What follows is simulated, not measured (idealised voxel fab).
process module | voxel transistor to metal
cross-section cut | 150 nm wide | cells 5 nm
A cross-section is a grid of square cells, given in bands from the top down. A band is one or more rows of cells.
Each band's line starts with the height of the band's top and of its bottom, in nm. Then come its materials from left to right, each with its width in nm. One material with "throughout" fills the band from edge to edge. "air" is empty space.
Height 0 is the level under which the wafer as received is all one material. The lowest band goes on downwards, as in "0 down".
A width such as "30 to 40" changes by the same amount from each row of cells to the next, from the band's top row to its bottom row.
"no change" after a step means that no cell of the cross-section changed.
closed voids: empty space of 8 cells or more with no open way to the top, each as width x height at its distance from the left edge, in nm
after a step's settings: what the simulator itself notes on the step
overlay nm, on a step with a mask: how far to the right of its planned place the mask lay; to the left if negative
plan
1 op RECEIVE | material Si
2 op OXIDIZE | depth nm 5
3 op CONFORMAL_DEP | material SiN | thk nm 15
4 op MASKED_ETCH | tone cover | mask id ACTIVE | width nm 105 | etch materials SiN | depth nm 15 | overlay nm 0
5 op MASKED_ETCH | tone cover | mask id ACTIVE | width nm 105 | etch materials SiO2 | depth nm 5 | overlay nm 0
6 op MASKED_ETCH | tone cover | mask id ACTIVE | width nm 105 | etch materials Si | depth nm 35 | overlay nm 0
7 op OXIDIZE | depth nm 5
8 op FILL_DEP | material SiO2 | thk nm 5
9 op CMP | height nm 15
10 op SELECTIVE_ETCH | etch materials SiO2 | depth nm 10
11 op STRIP | etch materials SiN
12 op SELECTIVE_ETCH | etch materials SiO2 | depth nm 5
13 op OXIDIZE | depth nm 5
14 op DIRECTIONAL_DEP | material polySi | thk nm 20
15 op DIRECTIONAL_DEP | material SiCN | thk nm 10
16 op MASKED_ETCH | tone cover | mask id GATE | width nm 25 | etch materials SiCN | depth nm 20 | overlay nm 0
17 op MASKED_ETCH | tone cover | mask id GATE | width nm 25 | etch materials polySi | depth nm 30 | overlay nm 0
18 op CONFORMAL_DEP | material SiN | thk nm 10
19 op DIRECTIONAL_ETCH | etch materials SiN | depth nm 10
20 op DIRECTIONAL_ETCH | etch materials SiO2 | depth nm 5
21 op DIRECTIONAL_ETCH | etch materials Si | depth nm 15
22 op EPI | material nSi | thk nm 15
23 op FILL_DEP | material SiO2 | thk nm 10
24 op CMP | height nm 25
25 op DIRECTIONAL_DEP | material SiO2 | thk nm 15
26 op PATTERN | tone open | mask id CONTACT | material resist | width nm 15 | pitch nm 80 | thk nm 15 | overlay nm 0
27 op DIRECTIONAL_ETCH | etch materials SiO2 | depth nm 50
28 op STRIP | etch materials resist
29 op CONFORMAL_DEP | material TiN | thk nm 5
30 op FILL_DEP | material W | thk nm 10
31 op CMP | height nm 40
32 op CONFORMAL_DEP | material SiN | thk nm 5
33 op DIRECTIONAL_DEP | material lowk | thk nm 25
34 op DIRECTIONAL_DEP | material aC | thk nm 10
35 op PATTERN | tone open | mask id METAL_1 | material resist | width nm 15 | pitch nm 80 | thk nm 25 | overlay nm 0
36 op DIRECTIONAL_ETCH | etch materials aC | depth nm 10
37 op STRIP | etch materials resist
38 op DIRECTIONAL_ETCH | etch materials lowk | depth nm 25
39 op DIRECTIONAL_ETCH | etch materials SiN | depth nm 5
40 op STRIP | etch materials aC
41 op CONFORMAL_DEP | material TiN | thk nm 5
42 op FILL_DEP | material Cu | thk nm 5
43 op CMP | height nm 70
44 op CONFORMAL_DEP | material SiN | thk nm 5
as received, after step 1
  0 down: Si throughout
  closed voids: none
a wafer at the end: this start, this plan, one mistake
  75 to 70: SiN throughout
  70 to 60: lowk 25 | TiN 5 | Cu 5 | TiN 5 | lowk 65 | TiN 5 | Cu 5 | TiN 5 | lowk 30
  60 to 55: SiN 25 | TiN 15 | SiN 65 | TiN 15 | SiN 30
  55 to 45: W throughout
  45 to 40: TiN 30 | W 5 | TiN 75 | W 5 | TiN 35
  40 to 25: SiO2 25 | TiN 5 | W 5 | TiN 5 | SiO2 65 | TiN 5 | W 5 | TiN 5 | SiO2 30
  25 to 15: SiO2 25 | TiN 5 | W 5 | TiN 5 | SiO2 10 | SiN 10 | SiCN 25 | SiN 10 | SiO2 10 | TiN 5 | W 5 | TiN 5 | SiO2 30
  15 to 10: SiO2 25 | TiN 5 | W 5 | TiN 5 | SiO2 10 | SiN 10 | polySi 25 | SiN 10 | SiO2 10 | TiN 5 | W 5 | TiN 5 | SiO2 30
  10 to 5: SiO2 25 | TiN 15 | SiO2 10 | SiN 10 | polySi 25 | SiN 10 | SiO2 10 | TiN 15 | SiO2 30
  5 to 0: SiO2 25 | TiN 10 | nSi 15 | SiN 10 | polySi 25 | SiN 10 | nSi 15 | TiN 10 | SiO2 30
  0 to -5: SiO2 15 | SiN 10 | TiN 10 | nSi 15 | SiN 10 | polySi 25 | SiN 10 | nSi 15 | TiN 10 | SiN 10 | SiO2 20
  -5 to -10: SiO2 25 | TiN 10 | nSi 15 | SiO2 45 | nSi 15 | TiN 10 | SiO2 30
  -10 to -25: SiO2 25 | nSi 25 | Si 45 | nSi 25 | SiO2 30
  -25 to -45: SiO2 25 | Si 95 | SiO2 30
  -45 down: Si throughout
  closed voids: none
what went wrong: step 31 was left out
